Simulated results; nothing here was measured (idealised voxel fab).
The document below concerns the process module designated voxel trench capacitor.
Section cut is 230 nm wide and gridded with 5 nm square cells.
If you're reading a cross-section in this doc, picture square cells in a grid; it comes to you as bands, top ones listed first down to the bottom, and a band can be one or more rows of cells.
Band: top height; bottom height; in nm. Then, left to right: material with width in nm, for each material. "full width": a single material spanning edge to edge. "blank": empty space.
Basically, 0 is our baseline, since under it the wafer straight out of the box is all one material. The bottom band has no lower end and keeps on going down, so it looks like "0 -> down".
Width: "30..40" (first number = top row, second number = bottom row, same change from row to row of cells).
Take "no alterations made" at face value: in the step it is given for, the cross-section changed in none of its cells.
Empty spaces without an open route to the top, at least 8 cells in extent, make up the entry "Enclosed void listing"; each is given as width x height at distance, where the distance is measured from the left edge, and all are in nm.
On a step's line, text after the settings is the simulator commenting on that step.
Each step line may optionally specify "overlay nm", which for a step with a mask gives the rightward distance between the mask's planned place and where it lay, a negative value indicating the leftward direction.

[Here's what the planned process steps look like]
1. RECEIVE,material Si
2. CONFORMAL_DEP,material SiN,thk nm 5
3. MASKED_ETCH,tone open,mask id TRENCH,width nm 15,pitch nm 30,etch materials SiN,depth nm 5,overlay nm 0
4. MASKED_ETCH,tone open,mask id TRENCH,width nm 15,pitch nm 30,etch materials Si,depth nm 35,overlay nm 0
5. CONFORMAL_DEP,material Al2O3,thk nm 5
6. FILL_DEP,material polySi,thk nm 5
7. CMP,height nm 5

[Cross-sectional view of the wafer in its as-received condition, corresponding to the state after step 1]
> 0 -> down | Si full width
> Enclosed void listing: none

[End-of-module cross-section. Starting structure and process plan as above; one mistake made in running it]
> 0 -> -30 | Si 60 nm  Al2O3 5 nm  polySi 5 nm  Al2O3 5 nm  Si 15 nm  Al2O3 5 nm  polySi 5 nm  Al2O3 5 nm  Si 15 nm  Al2O3 5 nm  polySi 5 nm  Al2O3 5 nm  Si 15 nm  Al2O3 5 nm  polySi 5 nm  Al2O3 5 nm  Si 65 nm
> -30 -> -35 | Si 60 nm  Al2O3 15 nm  Si 15 nm  Al2O3 15 nm  Si 15 nm  Al2O3 15 nm  Si 15 nm  Al2O3 15 nm  Si 65 nm
> -35 -> down | Si full width
> Enclosed void listing: none
Finding, execution versus plan: step 7 was run on a setting that differed from the plan, and what really ran there is CMP,height nm 0
